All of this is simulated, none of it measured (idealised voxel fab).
process module | voxel trench capacitor
cross-section cut | 245 nm wide | cells 5 nm
A cross-section is a grid of square cells, given in bands from the top down. A band is one or more rows of cells.
Each band's line starts with the height of the band's top and of its bottom, in nm. Then come its materials from left to right, each with its width in nm. One material with "throughout" fills the band from edge to edge. "air" is empty space.
Height 0 is the level under which the wafer as received is all one material. The lowest band goes on downwards, as in "0 down".
A width such as "30 to 40" changes by the same amount from each row of cells to the next, from the band's top row to its bottom row.
"no change" after a step means that no cell of the cross-section changed.
closed voids: empty space of 8 cells or more with no open way to the top, each as width x height at its distance from the left edge, in nm
after a step's settings: what the simulator itself notes on the step
overlay nm, on a step with a mask: how far to the right of its planned place the mask lay; to the left if negative
plan
1 op RECEIVE | material Si
2 op CONFORMAL_DEP | material SiN | thk nm 10
3 op MASKED_ETCH | tone open | mask id TRENCH | width nm 20 | pitch nm 40 | etch materials SiN | depth nm 10 | overlay nm 0
4 op MASKED_ETCH | tone open | mask id TRENCH | width nm 20 | pitch nm 40 | etch materials Si | depth nm 30 | overlay nm 0
5 op CONFORMAL_DEP | material SiO2 | thk nm 5
6 op FILL_DEP | material polySi | thk nm 10
7 op CMP | height nm 10
as received, after step 1
  0 down: Si throughout
  closed voids: none
a wafer at the end: this start, this plan, one mistake
  10 to 5: SiN 90 | SiO2 5 | polySi 10 | SiO2 5 | SiN 20 | SiO2 5 | polySi 10 | SiO2 5 | SiN 95
  5 to 0: SiN 90 | SiO2 20 | SiN 20 | SiO2 20 | SiN 95
  0 to -30: Si 90 | SiO2 10 | Si 30 | SiO2 10 | Si 105
  -30 down: Si throughout
  closed voids: none
what went wrong: step 4 ran as: op MASKED_ETCH | tone open | mask id TRENCH | width nm 20 | pitch nm 40 | etch materials Si | depth nm 30 | overlay nm -10
